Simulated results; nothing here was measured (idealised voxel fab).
Herein follows the process module entitled voxel wiring stack.
It is cross-section cut that appears here, measuring 270 nm in width, its square cells being 5 nm in size.
Each cross-section below is a grid of square cells, stated as bands in top-down order, with one or more rows of cells making up each band. Look at the band entry: it leads with the top's height and the bottom's height in nm. Then it lists the materials left to right, with a width in nm for each. The word "all across" on a single material says that material fills the band edge to edge. The word "blank" is empty space. For the purposes of this specification, 0 denotes the height below which the wafer in its as-received condition is composed wholly of one material, and the lowermost band, lacking a lower limit, extends downward without end, as expressed in "from 0 down". The notation "30->40" denotes a width that varies across the rows of cells in the band, beginning at the first number in the top row, finishing at the second number in the bottom row, and changing by an identical amount from each row to the next. Given "nothing different" for a step, no cell of the cross-section differs between before and after that step. Closed empty spaces (no open way to the top) of 8 cells or more are what "Closed void table" lists, each as width x height at distance from the left edge, nm for all three. Note: text after step settings on the step line = simulator remark on that step. The line of a step may include "overlay nm". On a step with a mask, this value is how far to the right of its planned place the mask lay. A negative value means the mask lay to the left.

# List of planned process steps
| 1 | RECEIVE | material Si |
| 2 | CONFORMAL_DEP | material SiO2 | thk nm 15 |
| 3 | CONFORMAL_DEP | material SiN | thk nm 5 |
| 4 | DIRECTIONAL_DEP | material lowk | thk nm 15 |
| 5 | PATTERN | tone open | mask id METAL_1 | material resist | width nm 30 | pitch nm 60 | thk nm 20 | overlay nm 0 |
| 6 | DIRECTIONAL_ETCH | etch materials lowk | depth nm 15 |
| 7 | DIRECTIONAL_ETCH | etch materials SiN | depth nm 5 |
| 8 | STRIP | etch materials resist |
| 9 | CONFORMAL_DEP | material TiN | thk nm 5 |
| 10 | FILL_DEP | material Cu | thk nm 5 |
| 11 | CMP | height nm 35 |
| 12 | CONFORMAL_DEP | material SiCN | thk nm 5 |
| 13 | DIRECTIONAL_DEP | material lowk | thk nm 30 |
| 14 | DIRECTIONAL_DEP | material aC | thk nm 10 |
| 15 | PATTERN | tone open | mask id METAL_2 | material resist | width nm 30 | pitch nm 60 | thk nm 25 | overlay nm 0 |
| 16 | DIRECTIONAL_ETCH | etch materials aC | depth nm 10 |
| 17 | STRIP | etch materials resist |
| 18 | DIRECTIONAL_ETCH | etch materials lowk | depth nm 20 |
| 19 | STRIP | etch materials aC |
| 20 | MASKED_ETCH | tone open | mask id METAL_2_HOLES | width nm 15 | pitch nm 60 | etch materials lowk | depth nm 10 | overlay nm 0 |
| 21 | MASKED_ETCH | tone open | mask id METAL_2_HOLES | width nm 15 | pitch nm 60 | etch materials SiCN | depth nm 5 | overlay nm 0 |
| 22 | CONFORMAL_DEP | material TiN | thk nm 5 |
| 23 | FILL_DEP | material Cu | thk nm 5 |
| 24 | CMP | height nm 70 |
| 25 | CONFORMAL_DEP | material SiCN | thk nm 5 |
| 26 | DIRECTIONAL_DEP | material lowk | thk nm 30 |
| 27 | DIRECTIONAL_DEP | material aC | thk nm 10 |
| 28 | PATTERN | tone open | mask id METAL_3_HOLES | material resist | width nm 15 | pitch nm 120 | thk nm 25 | overlay nm 0 |
| 29 | DIRECTIONAL_ETCH | etch materials aC | depth nm 10 |
| 30 | STRIP | etch materials resist |
| 31 | DIRECTIONAL_ETCH | etch materials lowk | depth nm 30 |
| 32 | STRIP | etch materials aC |
| 33 | DIRECTIONAL_DEP | material aC | thk nm 10 |
| 34 | PATTERN | tone open | mask id METAL_3 | material resist | width nm 30 | pitch nm 60 | thk nm 25 | overlay nm 0 |
| 35 | DIRECTIONAL_ETCH | etch materials aC | depth nm 10 |
| 36 | STRIP | etch materials resist |
| 37 | DIRECTIONAL_ETCH | etch materials lowk | depth nm 15 |
| 38 | DIRECTIONAL_ETCH | etch materials SiCN | depth nm 5 |
| 39 | STRIP | etch materials aC |
| 40 | CONFORMAL_DEP | material TiN | thk nm 5 |
| 41 | FILL_DEP | material Cu | thk nm 5 |
| 42 | CMP | height nm 105 |
| 43 | CONFORMAL_DEP | material SiCN | thk nm 5 |

# Cross-section, incoming material, after step 1
  from 0 down = Si all across
  Closed void table: none

# Module complete - cross-section of the first of two wafers, run according to plan
  from 110 to 105 = SiCN all across
  from 105 to 95 = lowk 30 nm, then TiN 5 nm, then Cu 20 nm, then TiN 5 nm, then lowk 30 nm, then TiN 5 nm, then Cu 20 nm, then TiN 5 nm, then lowk 30 nm, then TiN 5 nm, then Cu 20 nm, then TiN 5 nm, then lowk 30 nm, then TiN 5 nm, then Cu 20 nm, then TiN 5 nm, then lowk 30 nm
  from 95 to 90 = lowk 30 nm, then TiN 5 nm, then Cu 5 nm, then TiN 20 nm, then lowk 30 nm, then TiN 30 nm, then lowk 30 nm, then TiN 5 nm, then Cu 5 nm, then TiN 20 nm, then lowk 30 nm, then TiN 30 nm, then lowk 30 nm
  from 90 to 75 = lowk 30 nm, then TiN 5 nm, then Cu 5 nm, then TiN 5 nm, then lowk 105 nm, then TiN 5 nm, then Cu 5 nm, then TiN 5 nm, then lowk 105 nm
  from 75 to 70 = SiCN 30 nm, then TiN 15 nm, then SiCN 105 nm, then TiN 15 nm, then SiCN 105 nm
  from 70 to 55 = lowk 30 nm, then TiN 5 nm, then Cu 20 nm, then TiN 5 nm, then lowk 30 nm, then TiN 5 nm, then Cu 20 nm, then TiN 5 nm, then lowk 30 nm, then TiN 5 nm, then Cu 20 nm, then TiN 5 nm, then lowk 30 nm, then TiN 5 nm, then Cu 20 nm, then TiN 5 nm, then lowk 30 nm
  from 55 to 50 = lowk 30 nm, then TiN 5 nm, then Cu 5 nm, then TiN 20 nm, then lowk 30 nm, then TiN 5 nm, then Cu 5 nm, then TiN 20 nm, then lowk 30 nm, then TiN 5 nm, then Cu 5 nm, then TiN 20 nm, then lowk 30 nm, then TiN 5 nm, then Cu 5 nm, then TiN 20 nm, then lowk 30 nm
  from 50 to 40 = lowk 30 nm, then TiN 5 nm, then Cu 5 nm, then TiN 5 nm, then lowk 45 nm, then TiN 5 nm, then Cu 5 nm, then TiN 5 nm, then lowk 45 nm, then TiN 5 nm, then Cu 5 nm, then TiN 5 nm, then lowk 45 nm, then TiN 5 nm, then Cu 5 nm, then TiN 5 nm, then lowk 45 nm
  from 40 to 35 = SiCN 30 nm, then TiN 15 nm, then SiCN 45 nm, then TiN 15 nm, then SiCN 45 nm, then TiN 15 nm, then SiCN 45 nm, then TiN 15 nm, then SiCN 45 nm
  from 35 to 20 = lowk 30 nm, then TiN 5 nm, then Cu 20 nm, then TiN 5 nm, then lowk 30 nm, then TiN 5 nm, then Cu 20 nm, then TiN 5 nm, then lowk 30 nm, then TiN 5 nm, then Cu 20 nm, then TiN 5 nm, then lowk 30 nm, then TiN 5 nm, then Cu 20 nm, then TiN 5 nm, then lowk 30 nm
  from 20 to 15 = SiN 30 nm, then TiN 30 nm, then SiN 30 nm, then TiN 30 nm, then SiN 30 nm, then TiN 30 nm, then SiN 30 nm, then TiN 30 nm, then SiN 30 nm
  from 15 to 0 = SiO2 all across
  from 0 down = Si all across
  Closed void table: none

# Here is the second of the two wafers cut open at the end of the module - same start, same plan as the first one, but we made one mistake running it
  from 110 to 105 = SiCN all across
  from 105 to 95 = lowk 30 nm, then TiN 5 nm, then Cu 20 nm, then TiN 5 nm, then lowk 30 nm, then TiN 5 nm, then Cu 20 nm, then TiN 5 nm, then lowk 30 nm, then TiN 5 nm, then Cu 20 nm, then TiN 5 nm, then lowk 30 nm, then TiN 5 nm, then Cu 20 nm, then TiN 5 nm, then lowk 30 nm
  from 95 to 90 = lowk 30 nm, then TiN 5 nm, then Cu 5 nm, then TiN 20 nm, then lowk 30 nm, then TiN 30 nm, then lowk 30 nm, then TiN 5 nm, then Cu 5 nm, then TiN 20 nm, then lowk 30 nm, then TiN 30 nm, then lowk 30 nm
  from 90 to 75 = lowk 30 nm, then TiN 5 nm, then Cu 5 nm, then TiN 5 nm, then lowk 105 nm, then TiN 5 nm, then Cu 5 nm, then TiN 5 nm, then lowk 105 nm
  from 75 to 70 = SiCN 30 nm, then TiN 15 nm, then SiCN 105 nm, then TiN 15 nm, then SiCN 105 nm
  from 70 to 55 = lowk 30 nm, then TiN 5 nm, then Cu 20 nm, then TiN 5 nm, then lowk 30 nm, then TiN 5 nm, then Cu 20 nm, then TiN 5 nm, then lowk 30 nm, then TiN 5 nm, then Cu 20 nm, then TiN 5 nm, then lowk 30 nm, then TiN 5 nm, then Cu 20 nm, then TiN 5 nm, then lowk 30 nm
  from 55 to 50 = lowk 30 nm, then TiN 5 nm, then Cu 5 nm, then TiN 20 nm, then lowk 30 nm, then TiN 5 nm, then Cu 5 nm, then TiN 20 nm, then lowk 30 nm, then TiN 5 nm, then Cu 5 nm, then TiN 20 nm, then lowk 30 nm, then TiN 5 nm, then Cu 5 nm, then TiN 20 nm, then lowk 30 nm
  from 50 to 40 = lowk 30 nm, then TiN 5 nm, then Cu 5 nm, then TiN 5 nm, then lowk 45 nm, then TiN 5 nm, then Cu 5 nm, then TiN 5 nm, then lowk 45 nm, then TiN 5 nm, then Cu 5 nm, then TiN 5 nm, then lowk 45 nm, then TiN 5 nm, then Cu 5 nm, then TiN 5 nm, then lowk 45 nm
  from 40 to 35 = SiCN 30 nm, then TiN 15 nm, then SiCN 45 nm, then TiN 15 nm, then SiCN 45 nm, then TiN 15 nm, then SiCN 45 nm, then TiN 15 nm, then SiCN 45 nm
  from 35 to 30 = SiN 30 nm, then TiN 30 nm, then SiN 30 nm, then TiN 30 nm, then SiN 30 nm, then TiN 30 nm, then SiN 30 nm, then TiN 30 nm, then SiN 30 nm
  from 30 to 15 = lowk all across
  from 15 to 0 = SiO2 all across
  from 0 down = Si all across
  Closed void table: none
Short version of what went wrong: order of steps 3 and 4 inverted relative to the plan
Materials where the second wafer ends with more or fewer cells than the first: -48 Cu | -24 TiN | +72 lowk
